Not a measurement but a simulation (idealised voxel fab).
Title: Process Module voxel released beams
Cross-section cut: width 250 nm, square cells of 5 nm.
Heads up, the way a cross-section reads in here is a grid of square cells, handed over as bands from the top down, with every band being one or more rows of cells.
Band entry format. Leading values: height of top, height of bottom, nm. Remainder: materials in left-to-right order, each with its width in nm. Special words: "all across" on a single material, which then fills the band edge to edge; "blank", empty space.
Where do heights start? At 0: under that level the wafer as delivered is made of one material only. And the lowest band has no floor; it just carries on downward, as in "0 and below".
Width spec "30..40" -> top row of cells at first value, bottom row at second value, equal per-row change in between.
For the purposes of this document, the phrase "nothing changed" attached to a step denotes that no cell within the cross-section was modified by that step.
"Voids, enclosed" contains a list of empty spaces, each no smaller than 8 cells and without an open way to the top, written in the form width x height at distance with the distance from the left edge and all three in nm.
Anything after a step's settings on that line? It's the simulator's own note about the step.
overlay nm: for a step with a mask, the amount by which the mask lay right of where it was planned; a negative amount means left of it.
Intended process steps
1: RECEIVE,material Si
2: CONFORMAL_DEP,material Al2O3,thk nm 5
3: DIRECTIONAL_DEP,material SiO2,thk nm 20
4: PATTERN,tone open,mask id ANCHOR,material resist,width nm 45,thk nm 15,overlay nm 0
5: DIRECTIONAL_ETCH,etch materials SiO2,depth nm 20
6: STRIP,etch materials resist
7: CONFORMAL_DEP,material SiN,thk nm 15
8: DIRECTIONAL_DEP,material aC,thk nm 10
9: PATTERN,tone cover,mask id BEAM,material resist,width nm 105,thk nm 30,overlay nm 0
10: DIRECTIONAL_ETCH,etch materials aC,depth nm 10
11: STRIP,etch materials resist
12: DIRECTIONAL_ETCH,etch materials SiN,depth nm 15
13: STRIP,etch materials aC
14: STRIP,etch materials SiO2
The first of two wafers, run as planned
Cross-section, incoming material, after step 1
  0 and below = Si all across
  Voids, enclosed: none
After step 2, in cross-section
  5 down to 0 = Al2O3 all across
  Heights below 0 show no change.
After step 3, in cross-section
  25 down to 5 = SiO2 all across
  Heights below 5 show no change.
After step 4, in cross-section
  40 down to 25 = 75 resist / 45 blank / 130 resist
  Heights below 25 show no change.
After step 5, in cross-section
  40 down to 25 = 75 resist / 45 blank / 130 resist
  25 down to 5 = 75 SiO2 / 45 blank / 130 SiO2
  Heights below 5 show no change.
After step 6, in cross-section
  25 down to 5 = 75 SiO2 / 45 blank / 130 SiO2
  Heights below 5 show no change.
After step 7, in cross-section
  40 down to 25 = 90 SiN / 15 blank / 145 SiN
  25 down to 20 = 75 SiO2 / 15 SiN / 15 blank / 15 SiN / 130 SiO2
  20 down to 5 = 75 SiO2 / 45 SiN / 130 SiO2
  Heights below 5 show no change.
After step 8, in cross-section
  50 down to 40 = 90 aC / 15 blank / 145 aC
  40 down to 30 = 90 SiN / 15 blank / 145 SiN
  30 down to 25 = 90 SiN / 15 aC / 145 SiN
  25 down to 20 = 75 SiO2 / 15 SiN / 15 aC / 15 SiN / 130 SiO2
  Heights below 20 show no change.
After step 9, in cross-section
  80 down to 50 = 70 blank / 105 resist / 75 blank
  50 down to 40 = 90 aC / 15 resist / 145 aC
  40 down to 30 = 90 SiN / 15 resist / 145 SiN
  Heights below 30 show no change.
After step 10, in cross-section
  70 down to 50 = 70 blank / 105 resist / 75 blank
  50 down to 40 = 70 blank / 20 aC / 15 resist / 70 aC / 75 blank
  Heights below 40 show no change.
After step 11, in cross-section
  50 down to 40 = 70 blank / 20 aC / 15 blank / 70 aC / 75 blank
  40 down to 30 = 90 SiN / 15 blank / 145 SiN
  Heights below 30 show no change.
After step 12, in cross-section
  50 down to 40 = 70 blank / 20 aC / 15 blank / 70 aC / 75 blank
  40 down to 30 = 70 blank / 20 SiN / 15 blank / 70 SiN / 75 blank
  30 down to 25 = 70 blank / 20 SiN / 15 aC / 70 SiN / 75 blank
  Heights below 25 show no change.
After step 13, in cross-section
  40 down to 25 = 70 blank / 20 SiN / 15 blank / 70 SiN / 75 blank
  25 down to 20 = 75 SiO2 / 15 SiN / 15 blank / 15 SiN / 130 SiO2
  Heights below 20 show no change.
After step 14, in cross-section
  40 down to 25 = 70 blank / 20 SiN / 15 blank / 70 SiN / 75 blank
  25 down to 20 = 75 blank / 15 SiN / 15 blank / 15 SiN / 130 blank
  20 down to 5 = 75 blank / 45 SiN / 130 blank
  Heights below 5 show no change.
Now the other wafer: same start, same recipe, but we messed up one thing when running it. Up to and including step 6 it's the same as the first one
Cross-section, second wafer, at the end time the plan gives for step 7
  55 down to 25 = SiN all across
  25 down to 5 = 75 SiO2 / 45 SiN / 130 SiO2
  Heights below 5 show no change.
Cross-section, second wafer, at the end time the plan gives for step 8
  65 down to 55 = aC all across
  Heights below 55 show no change.
Cross-section, second wafer, at the end time the plan gives for step 9
  95 down to 65 = 70 blank / 105 resist / 75 blank
  Heights below 65 show no change.
Cross-section, second wafer, at the end time the plan gives for step 10
  85 down to 65 = 70 blank / 105 resist / 75 blank
  65 down to 55 = 70 blank / 105 aC / 75 blank
  Heights below 55 show no change.
Cross-section, second wafer, at the end time the plan gives for step 11
  65 down to 55 = 70 blank / 105 aC / 75 blank
  Heights below 55 show no change.
Cross-section, second wafer, at the end time the plan gives for step 12
  65 down to 55 = 70 blank / 105 aC / 75 blank
  55 down to 40 = 70 blank / 105 SiN / 75 blank
  Heights below 40 show no change.
Cross-section, second wafer, at the end time the plan gives for step 13
  55 down to 40 = 70 blank / 105 SiN / 75 blank
  Heights below 40 show no change.
Cross-section, second wafer, at the end time the plan gives for step 14: nothing changed
Finding, execution versus plan: step 7 of the plan was carried out twice
The closing comparison, in cells, has the second wafer with more or fewer of some materials than the first: +162 SiN | +164 SiO2
